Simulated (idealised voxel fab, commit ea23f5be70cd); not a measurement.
Process module under the name voxel capacitor over wiring
For reference, the cross-section in this document is cut, with width 270 nm and square cells of 5 nm.
Each cross-section below is a grid of square cells, stated as bands in top-down order, with one or more rows of cells making up each band. This entry defines a band. It first specifies the height of the band's top and the height of its bottom in nm, and then specifies the band's materials from left to right, stating each material with its width in nm. The word "all across" identifies a single material that fills the band from edge to edge, while the word "air" identifies empty space. A quick word on heights: they are counted from 0, and under that level the wafer as it came to us is one material throughout. The lowest band is different from the rest in having no bottom; it simply continues downward, written as in "from 0 down". A width such as "30..40" changes by the same amount from each row of cells to the next, from the band's top row to its bottom row. Where a step carries "no change", the cross-section came out of it unchanged, cell for cell. The entry "Voids lacking openings" lists the empty spaces that cover at least 8 cells and have no open path to the top. Each is written as width x height at distance, where the distance is measured from the left edge and all three values are in nm. Text after the settings on a step's line: the simulator's own remark on that step. "overlay nm" answers the question of how far to the right of plan the mask lay on a step that has a mask, and when it is negative the answer is to the left.
STEPS PLANNED FOR THE PROCESS
1) RECEIVE | material Si
2) CONFORMAL_DEP | material SiO2 | thk nm 15
3) CONFORMAL_DEP | material SiN | thk nm 5
4) DIRECTIONAL_DEP | material lowk | thk nm 15
5) PATTERN | tone open | mask id METAL_1 | material resist | width nm 25 | pitch nm 85 | thk nm 15 | overlay nm 0
6) DIRECTIONAL_ETCH | etch materials lowk | depth nm 15
7) DIRECTIONAL_ETCH | etch materials SiN | depth nm 5
8) STRIP | etch materials resist
9) CONFORMAL_DEP | material TiN | thk nm 5
10) FILL_DEP | material Cu | thk nm 10
11) CMP | height nm 35
12) CONFORMAL_DEP | material SiCN | thk nm 5
13) DIRECTIONAL_DEP | material lowk | thk nm 20
14) PATTERN | tone open | mask id PLUG_1 | material resist | width nm 15 | thk nm 15 | overlay nm 0
15) DIRECTIONAL_ETCH | etch materials lowk | depth nm 20
16) DIRECTIONAL_ETCH | etch materials SiCN | depth nm 5
17) STRIP | etch materials resist
18) EPI | material Ru | thk nm 10
19) EPI | material Ru | thk nm 10
20) EPI | material Ru | thk nm 5
21) DIRECTIONAL_DEP | material TiN | thk nm 5
22) DIRECTIONAL_DEP | material HfO2 | thk nm 5
23) DIRECTIONAL_DEP | material TiN | thk nm 10
24) DIRECTIONAL_DEP | material aC | thk nm 10
25) PATTERN | tone cover | mask id UPPER_PLATE | material resist | width nm 65 | thk nm 30 | overlay nm 0
26) DIRECTIONAL_ETCH | etch materials aC | depth nm 10
27) STRIP | etch materials resist
28) DIRECTIONAL_ETCH | etch materials TiN | depth nm 10
29) DIRECTIONAL_ETCH | etch materials HfO2 | depth nm 5
30) STRIP | etch materials aC
31) DIRECTIONAL_DEP | material aC | thk nm 15
32) PATTERN | tone cover | mask id LOWER_PLATE | material resist | width nm 75 | thk nm 35 | overlay nm 0
33) DIRECTIONAL_ETCH | etch materials aC | depth nm 15
34) STRIP | etch materials resist
35) DIRECTIONAL_ETCH | etch materials TiN | depth nm 5
36) STRIP | etch materials aC
37) FILL_DEP | material SiO2 | thk nm 20
38) CMP | height nm 95
39) DIRECTIONAL_DEP | material aC | thk nm 10
40) PATTERN | tone open | mask id PLUG_2 | material resist | width nm 15 | thk nm 25 | overlay nm 0
41) DIRECTIONAL_ETCH | etch materials aC | depth nm 10
42) STRIP | etch materials resist
43) DIRECTIONAL_ETCH | etch materials SiO2 | depth nm 15
44) STRIP | etch materials aC
45) CONFORMAL_DEP | material TiN | thk nm 5
46) FILL_DEP | material Cu | thk nm 5
47) CMP | height nm 95
48) CONFORMAL_DEP | material SiCN | thk nm 5
CROSS-SECTION OF THE WAFER AS IT CAME TO US, I.E., ALREADY THROUGH STEP 1
	from 0 down = Si all across
	Voids lacking openings: none
END-OF-MODULE CROSS-SECTION. STARTING STRUCTURE AND PROCESS PLAN AS ABOVE; ONE MISTAKE MADE IN RUNNING IT
	from 100 to 95 = SiCN all across
	from 95 to 85 = SiO2: 100, TiN: 5, Cu: 5, TiN: 5, SiO2: 155
	from 85 to 80 = SiO2: 100, TiN: 15, SiO2: 155
	from 80 to 70 = SiO2: 90, TiN: 65, SiO2: 115
	from 70 to 65 = SiO2: 90, HfO2: 65, SiO2: 115
	from 65 to 60 = SiO2: 85, TiN: 75, SiO2: 110
	from 60 to 40 = lowk: 90, Ru: 15, lowk: 165
	from 40 to 35 = SiCN: 90, Ru: 15, SiCN: 165
	from 35 to 20 = lowk: 70, TiN: 5, Cu: 15, TiN: 5, lowk: 60, TiN: 5, Cu: 15, TiN: 5, lowk: 90
	from 20 to 15 = SiN: 70, TiN: 25, SiN: 60, TiN: 25, SiN: 90
	from 15 to 0 = SiO2 all across
	from 0 down = Si all across
	Voids lacking openings: none
The mistake made against the process plan was this: step 5: run off-plan, actual operation and settings PATTERN | tone open | mask id METAL_1 | material resist | width nm 25 | pitch nm 85 | thk nm 15 | overlay nm -10
